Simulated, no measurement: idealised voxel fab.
Process module name: voxel self aligned vias
Displayed cross-section: cut, width of 190 nm, square cells sized 5 nm.
In this document a cross-section is written as a grid of square cells. It is given as a series of bands, listed from the top down, and a band is one or more rows of cells. For a band, the entry starts with two heights in nm, that of the top and then that of the bottom, and carries on with the band's materials in order from left to right, each alongside its width in nm; the word "all across" beside a single material means it fills the band edge to edge, and "blank" means empty space. Heights are reckoned from 0. Under this level, the received wafer is all of one material. The bottommost band is open-ended downward, for example "0 nm and below". A two-number width, for instance "30->40", indicates that the width is equal to the first number in the top row of the band and to the second number in the bottom row, and that it changes by a constant amount per row of cells. "nothing different" after a step means that no cell of the cross-section changed. Each empty space that has no open way to the top and spans at least 8 cells appears under "Sealed cavities" as width x height at distance, the distance counted from the left edge, all in nm. Text after the settings on a step's line: the simulator's own remark on that step. What "overlay nm" on a step's line means: if the step has a mask, that mask lay this far to the right of its planned place, or, when the value is negative, to the left.
### Process steps (planned)
1. RECEIVE [material Si]
2. CONFORMAL_DEP [material SiO2] [thk nm 10]
3. CONFORMAL_DEP [material SiCN] [thk nm 5]
4. DIRECTIONAL_DEP [material lowk] [thk nm 20]
5. PATTERN [tone open] [mask id LINES] [material resist] [width nm 20] [pitch nm 55] [thk nm 20] [overlay nm -15]
6. DIRECTIONAL_ETCH [etch materials lowk] [depth nm 20]
7. STRIP [etch materials resist]
8. CONFORMAL_DEP [material TiN] [thk nm 5]
9. FILL_DEP [material W] [thk nm 10]
10. CMP [height nm 35]
11. SELECTIVE_ETCH [etch materials W Ru TiN] [depth nm 10]
12. FILL_DEP [material SiN] [thk nm 10]
13. CMP [height nm 35]
14. DIRECTIONAL_DEP [material lowk] [thk nm 15]
15. DIRECTIONAL_DEP [material aC] [thk nm 15]
16. PATTERN [tone open] [mask id VIAS] [material resist] [width nm 30] [pitch nm 55] [thk nm 30] [overlay nm 0]
17. DIRECTIONAL_ETCH [etch materials aC] [depth nm 15]
18. STRIP [etch materials resist]
19. DIRECTIONAL_ETCH [etch materials lowk] [depth nm 15]
20. DIRECTIONAL_ETCH [etch materials SiN] [depth nm 10]
21. STRIP [etch materials aC]
22. CONFORMAL_DEP [material TiN] [thk nm 5]
23. FILL_DEP [material W] [thk nm 10]
24. CMP [height nm 50]
25. CONFORMAL_DEP [material SiCN] [thk nm 5]
Be aware that, although all wafers share a common starting state, the overlay nm at step 5 differs among them, and the plan displays the first wafer's value.
### As-received cross-section, first of several wafers, post step 1
* 0 nm and below: Si all across
* Sealed cavities: none
### Quick look at the cross-section of the first of several wafers after step 25, which wraps up the module
* 55 nm to 50 nm: SiCN all across
* 50 nm to 40 nm: lowk 25 nm  TiN 5 nm  W 20 nm  TiN 5 nm  lowk 25 nm  TiN 5 nm  W 20 nm  TiN 5 nm  lowk 25 nm  TiN 5 nm  W 20 nm  TiN 5 nm  lowk 25 nm
* 40 nm to 35 nm: lowk 25 nm  TiN 30 nm  lowk 25 nm  TiN 30 nm  lowk 25 nm  TiN 30 nm  lowk 25 nm
* 35 nm to 25 nm: lowk 15 nm  SiN 10 nm  TiN 10 nm  lowk 35 nm  SiN 10 nm  TiN 10 nm  lowk 35 nm  SiN 10 nm  TiN 10 nm  lowk 45 nm
* 25 nm to 20 nm: lowk 15 nm  TiN 5 nm  W 10 nm  TiN 5 nm  lowk 35 nm  TiN 5 nm  W 10 nm  TiN 5 nm  lowk 35 nm  TiN 5 nm  W 10 nm  TiN 5 nm  lowk 45 nm
* 20 nm to 15 nm: lowk 15 nm  TiN 20 nm  lowk 35 nm  TiN 20 nm  lowk 35 nm  TiN 20 nm  lowk 45 nm
* 15 nm to 10 nm: SiCN all across
* 10 nm to 0 nm: SiO2 all across
* 0 nm and below: Si all across
* Sealed cavities: none
### Cross-section, last wafer, module completion
* 55 nm to 50 nm: SiCN all across
* 50 nm to 40 nm: lowk 25 nm  TiN 5 nm  W 20 nm  TiN 5 nm  lowk 25 nm  TiN 5 nm  W 20 nm  TiN 5 nm  lowk 25 nm  TiN 5 nm  W 20 nm  TiN 5 nm  lowk 25 nm
* 40 nm to 35 nm: lowk 25 nm  TiN 30 nm  lowk 25 nm  TiN 30 nm  lowk 25 nm  TiN 30 nm  lowk 25 nm
* 35 nm to 25 nm: lowk 45 nm  TiN 10 nm  SiN 10 nm  lowk 35 nm  TiN 10 nm  SiN 10 nm  lowk 35 nm  TiN 10 nm  SiN 10 nm  lowk 15 nm
* 25 nm to 20 nm: lowk 45 nm  TiN 5 nm  W 10 nm  TiN 5 nm  lowk 35 nm  TiN 5 nm  W 10 nm  TiN 5 nm  lowk 35 nm  TiN 5 nm  W 10 nm  TiN 5 nm  lowk 15 nm
* 20 nm to 15 nm: lowk 45 nm  TiN 20 nm  lowk 35 nm  TiN 20 nm  lowk 35 nm  TiN 20 nm  lowk 15 nm
* 15 nm to 10 nm: SiCN all across
* 10 nm to 0 nm: SiO2 all across
* 0 nm and below: Si all across
* Sealed cavities: none
### Where each wafer stands at the end of the module, a row apiece: cells of each material gained (+) or lost (-) since it was received, then closed voids
overlay nm -15, +76 SiCN, +12 SiN, +76 SiO2, +60 TiN, +30 W, +164 lowk, Sealed cavities: none
overlay nm -10, +76 SiCN, +6 SiN, +76 SiO2, +60 TiN, +36 W, +164 lowk, Sealed cavities: none
overlay nm -5, +76 SiCN, +76 SiO2, +60 TiN, +42 W, +164 lowk, Sealed cavities: none
overlay nm 0, +76 SiCN, +76 SiO2, +60 TiN, +42 W, +164 lowk, Sealed cavities: none
overlay nm 5, +76 SiCN, +76 SiO2, +60 TiN, +42 W, +164 lowk, Sealed cavities: none
overlay nm 10, +76 SiCN, +6 SiN, +76 SiO2, +60 TiN, +36 W, +164 lowk, Sealed cavities: none
overlay nm 15, +76 SiCN, +12 SiN, +76 SiO2, +60 TiN, +30 W, +164 lowk, Sealed cavities: none
